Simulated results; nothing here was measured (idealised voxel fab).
voxel tone inversion: a process module
Cross-sectional view cut (width: 240 nm; square cell size: 5 nm).
In this document a cross-section is written as a grid of square cells. It is given as a series of bands, listed from the top down, and a band is one or more rows of cells. Heads up on the band format: heights come first, top then bottom, in nm. After that it's the materials left to right, each with its width in nm. A single material flagged "edge to edge" fills the whole band edge to edge, and "air" means there's empty space there. We count height from 0. Below that, the starting wafer is all one material. The lowest band never ends at the bottom but goes on down; see "z 0 and below" for how that is written. So if you see something like "30..40" for the width, read it as the top row of the band sitting at the first number and the bottom row at the second, with every row in between moving by the same amount as the last. What does "left unchanged" mean for a step? It means no cell of the cross-section changed in that step. In "Enclosed internal voids" the enclosed voids are listed, meaning empty spaces of 8 cells or larger without any opening to the top. The form is width x height at distance, distance from the left edge, units nm. On each step's line, the part that comes after the settings is the simulator's own comment on the step. A step's line can hold "overlay nm"; with a mask on that step, the setting says how far right of the planned place the mask lay, while a negative setting says it lay to the left.
-- So here's the lineup of process steps we planned
1. RECEIVE: material Si
2. CONFORMAL_DEP: material SiN, thk nm 10
3. DIRECTIONAL_DEP: material aC, thk nm 25
4. PATTERN: tone cover, mask id POSTS, material resist, width nm 20, pitch nm 50, thk nm 35, overlay nm 0
5. DIRECTIONAL_ETCH: etch materials aC, depth nm 25
6. STRIP: etch materials resist
7. FILL_DEP: material lowk, thk nm 5
8. CMP: height nm 35
9. STRIP: etch materials aC
10. CONFORMAL_DEP: material TiN, thk nm 5
11. FILL_DEP: material Ru, thk nm 10
12. CMP: height nm 35
13. CONFORMAL_DEP: material SiN, thk nm 5
-- Cross-section: wafer on arrival = after step 1
    z 0 and below | Si edge to edge
    Enclosed internal voids: none
-- Module complete - cross-section of the first of two wafers, run according to plan
    z 40 to 35 | SiN edge to edge
    z 35 to 15 | lowk: 35  TiN: 5  Ru: 10  TiN: 5  lowk: 30  TiN: 5  Ru: 10  TiN: 5  lowk: 30  TiN: 5  Ru: 10  TiN: 5  lowk: 30  TiN: 5  Ru: 10  TiN: 5  lowk: 35
    z 15 to 10 | lowk: 35  TiN: 20  lowk: 30  TiN: 20  lowk: 30  TiN: 20  lowk: 30  TiN: 20  lowk: 35
    z 10 to 0 | SiN edge to edge
    z 0 and below | Si edge to edge
    Enclosed internal voids: none
-- Here is the second of the two wafers cut open at the end of the module - same start, same plan as the first one, but we made one mistake running it
    z 55 to 50 | SiN edge to edge
    z 50 to 40 | Ru edge to edge
    z 40 to 35 | TiN: 40  Ru: 10  TiN: 40  Ru: 10  TiN: 40  Ru: 10  TiN: 40  Ru: 10  TiN: 40
    z 35 to 15 | lowk: 35  TiN: 5  Ru: 10  TiN: 5  lowk: 30  TiN: 5  Ru: 10  TiN: 5  lowk: 30  TiN: 5  Ru: 10  TiN: 5  lowk: 30  TiN: 5  Ru: 10  TiN: 5  lowk: 35
    z 15 to 10 | lowk: 35  TiN: 20  lowk: 30  TiN: 20  lowk: 30  TiN: 20  lowk: 30  TiN: 20  lowk: 35
    z 10 to 0 | SiN edge to edge
    z 0 and below | Si edge to edge
    Enclosed internal voids: none
What broke from the plan during processing? step 12 of the plan never got run, it was skipped over
FYI, end of process, the second wafer has more or fewer cells of some materials than the first: Ru: 104 more, TiN: 40 more
